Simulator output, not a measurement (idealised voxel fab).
The following is a process module called voxel double patterning.
Pictured: cross-section cut, 170 nm wide, on a grid of 5 nm square cells.
Each cross-section below is a grid of square cells, stated as bands in top-down order, with one or more rows of cells making up each band. A band entry consists of two parts. The first gives the height of the band's top and the height of its bottom, in nm. The rest lists the band's materials from left to right, each with its width in nm. A single material labelled with the word "full width" fills the band from edge to edge, and the word "empty" marks empty space. Zero point of the height axis is 0; under it, received wafer = one material. Lowest band: continues down indefinitely, "0 down". Top row gets the first number, bottom row gets the second, and each row in between changes by the same step: that is how a band width like "30 to 40" works. Any step labelled "remained unchanged" changed none of the cells in the cross-section. Basically, "Enclosed internal cavities" tells you about the enclosed voids: empty spaces with no open way to the top, 8 cells or bigger, each written width x height at distance, where distance is from the left edge, all in nm. Heads up: the bit after the settings on a step's line is the simulator's remark on that step. "overlay nm" on a masked step: distance the mask lay right of its planned place, negative for left.
SO HERE'S THE LINEUP OF PROCESS STEPS WE PLANNED
1,RECEIVE [material Si]
2,CONFORMAL_DEP [material SiN] [thk nm 10]
3,DIRECTIONAL_DEP [material SiO2] [thk nm 15]
4,DIRECTIONAL_DEP [material SiCN] [thk nm 5]
5,PATTERN [tone open] [mask id FIRST] [material resist] [width nm 15] [pitch nm 50] [thk nm 15] [overlay nm 0]
6,DIRECTIONAL_ETCH [etch materials SiCN] [depth nm 5]
7,STRIP [etch materials resist]
8,DIRECTIONAL_DEP [material aC] [thk nm 10]
9,PATTERN [tone open] [mask id SECOND] [material resist] [width nm 15] [thk nm 30] [overlay nm 0]
10,DIRECTIONAL_ETCH [etch materials aC] [depth nm 10]
11,STRIP [etch materials resist]
12,DIRECTIONAL_ETCH [etch materials SiCN] [depth nm 5]
13,STRIP [etch materials aC]
14,DIRECTIONAL_ETCH [etch materials SiO2] [depth nm 15]
15,STRIP [etch materials SiCN]
SO, THE FIRST OF OUR TWO WAFERS, RUN JUST AS WE PLANNED IT
CROSS-SECTION OF THE WAFER AS IT CAME TO US, I.E., ALREADY THROUGH STEP 1
    0 down  Si full width
    Enclosed internal cavities: none
YOU'RE LOOKING AT A CROSS-SECTION OF THE WAFER AFTER STEP 2
    10 to 0  SiN full width
    No changes below 0.
YOU'RE LOOKING AT A CROSS-SECTION OF THE WAFER AFTER STEP 3
    25 to 10  SiO2 full width
    No changes below 10.
YOU'RE LOOKING AT A CROSS-SECTION OF THE WAFER AFTER STEP 4
    30 to 25  SiCN full width
    No changes below 25.
YOU'RE LOOKING AT A CROSS-SECTION OF THE WAFER AFTER STEP 5
    45 to 30  resist=50, empty=15, resist=35, empty=15, resist=55
    No changes below 30.
YOU'RE LOOKING AT A CROSS-SECTION OF THE WAFER AFTER STEP 6
    45 to 30  resist=50, empty=15, resist=35, empty=15, resist=55
    30 to 25  SiCN=50, empty=15, SiCN=35, empty=15, SiCN=55
    No changes below 25.
YOU'RE LOOKING AT A CROSS-SECTION OF THE WAFER AFTER STEP 7
    30 to 25  SiCN=50, empty=15, SiCN=35, empty=15, SiCN=55
    No changes below 25.
YOU'RE LOOKING AT A CROSS-SECTION OF THE WAFER AFTER STEP 8
    40 to 35  aC=50, empty=15, aC=35, empty=15, aC=55
    35 to 30  aC full width
    30 to 25  SiCN=50, aC=15, SiCN=35, aC=15, SiCN=55
    No changes below 25.
YOU'RE LOOKING AT A CROSS-SECTION OF THE WAFER AFTER STEP 9
    70 to 40  resist=75, empty=15, resist=80
    40 to 35  aC=50, resist=15, aC=35, resist=15, aC=55
    No changes below 35.
YOU'RE LOOKING AT A CROSS-SECTION OF THE WAFER AFTER STEP 10
    60 to 40  resist=75, empty=15, resist=80
    40 to 35  aC=50, resist=15, aC=10, empty=15, aC=10, resist=15, aC=55
    35 to 30  aC=75, empty=15, aC=80
    No changes below 30.
YOU'RE LOOKING AT A CROSS-SECTION OF THE WAFER AFTER STEP 11
    40 to 35  aC=50, empty=15, aC=10, empty=15, aC=10, empty=15, aC=55
    No changes below 35.
YOU'RE LOOKING AT A CROSS-SECTION OF THE WAFER AFTER STEP 12
    40 to 35  aC=50, empty=15, aC=10, empty=15, aC=10, empty=15, aC=55
    35 to 30  aC=75, empty=15, aC=80
    30 to 25  SiCN=50, aC=15, SiCN=10, empty=15, SiCN=10, aC=15, SiCN=55
    No changes below 25.
YOU'RE LOOKING AT A CROSS-SECTION OF THE WAFER AFTER STEP 13
    30 to 25  SiCN=50, empty=15, SiCN=10, empty=15, SiCN=10, empty=15, SiCN=55
    No changes below 25.
YOU'RE LOOKING AT A CROSS-SECTION OF THE WAFER AFTER STEP 14
    30 to 25  SiCN=50, empty=15, SiCN=10, empty=15, SiCN=10, empty=15, SiCN=55
    25 to 10  SiO2=50, empty=15, SiO2=10, empty=15, SiO2=10, empty=15, SiO2=55
    No changes below 10.
YOU'RE LOOKING AT A CROSS-SECTION OF THE WAFER AFTER STEP 15
    25 to 10  SiO2=50, empty=15, SiO2=10, empty=15, SiO2=10, empty=15, SiO2=55
    No changes below 10.
WAFER TWO. IDENTICAL START, IDENTICAL PLAN. ONE MISTAKE IN EXECUTION. IDENTICAL HISTORY THROUGH STEP 2
CROSS-SECTION OF THE SECOND WAFER AT THE TIME STEP 3 OF THE PLAN SHOULD HAVE ENDED
    35 to 10  SiO2 full width
    No changes below 10.
CROSS-SECTION OF THE SECOND WAFER AT THE TIME STEP 4 OF THE PLAN SHOULD HAVE ENDED
    40 to 35  SiCN full width
    No changes below 35.
CROSS-SECTION OF THE SECOND WAFER AT THE TIME STEP 5 OF THE PLAN SHOULD HAVE ENDED
    55 to 40  resist=50, empty=15, resist=35, empty=15, resist=55
    No changes below 40.
CROSS-SECTION OF THE SECOND WAFER AT THE TIME STEP 6 OF THE PLAN SHOULD HAVE ENDED
    55 to 40  resist=50, empty=15, resist=35, empty=15, resist=55
    40 to 35  SiCN=50, empty=15, SiCN=35, empty=15, SiCN=55
    No changes below 35.
CROSS-SECTION OF THE SECOND WAFER AT THE TIME STEP 7 OF THE PLAN SHOULD HAVE ENDED
    40 to 35  SiCN=50, empty=15, SiCN=35, empty=15, SiCN=55
    No changes below 35.
CROSS-SECTION OF THE SECOND WAFER AT THE TIME STEP 8 OF THE PLAN SHOULD HAVE ENDED
    50 to 45  aC=50, empty=15, aC=35, empty=15, aC=55
    45 to 40  aC full width
    40 to 35  SiCN=50, aC=15, SiCN=35, aC=15, SiCN=55
    No changes below 35.
CROSS-SECTION OF THE SECOND WAFER AT THE TIME STEP 9 OF THE PLAN SHOULD HAVE ENDED
    80 to 50  resist=75, empty=15, resist=80
    50 to 45  aC=50, resist=15, aC=35, resist=15, aC=55
    No changes below 45.
CROSS-SECTION OF THE SECOND WAFER AT THE TIME STEP 10 OF THE PLAN SHOULD HAVE ENDED
    70 to 50  resist=75, empty=15, resist=80
    50 to 45  aC=50, resist=15, aC=10, empty=15, aC=10, resist=15, aC=55
    45 to 40  aC=75, empty=15, aC=80
    No changes below 40.
CROSS-SECTION OF THE SECOND WAFER AT THE TIME STEP 11 OF THE PLAN SHOULD HAVE ENDED
    50 to 45  aC=50, empty=15, aC=10, empty=15, aC=10, empty=15, aC=55
    No changes below 45.
CROSS-SECTION OF THE SECOND WAFER AT THE TIME STEP 12 OF THE PLAN SHOULD HAVE ENDED
    50 to 45  aC=50, empty=15, aC=10, empty=15, aC=10, empty=15, aC=55
    45 to 40  aC=75, empty=15, aC=80
    40 to 35  SiCN=50, aC=15, SiCN=10, empty=15, SiCN=10, aC=15, SiCN=55
    No changes below 35.
CROSS-SECTION OF THE SECOND WAFER AT THE TIME STEP 13 OF THE PLAN SHOULD HAVE ENDED
    40 to 35  SiCN=50, empty=15, SiCN=10, empty=15, SiCN=10, empty=15, SiCN=55
    No changes below 35.
CROSS-SECTION OF THE SECOND WAFER AT THE TIME STEP 14 OF THE PLAN SHOULD HAVE ENDED
    40 to 35  SiCN=50, empty=15, SiCN=10, empty=15, SiCN=10, empty=15, SiCN=55
    35 to 20  SiO2=50, empty=15, SiO2=10, empty=15, SiO2=10, empty=15, SiO2=55
    No changes below 20.
CROSS-SECTION OF THE SECOND WAFER AT THE TIME STEP 15 OF THE PLAN SHOULD HAVE ENDED
    35 to 20  SiO2=50, empty=15, SiO2=10, empty=15, SiO2=10, empty=15, SiO2=55
    No changes below 20.
Nonconformance to the process plan: step 3 was not run as planned; what actually ran was DIRECTIONAL_DEP [material SiO2] [thk nm 25]
Wafer comparison, final, in cells, second relative to first, materials more or fewer: 68 more of SiO2
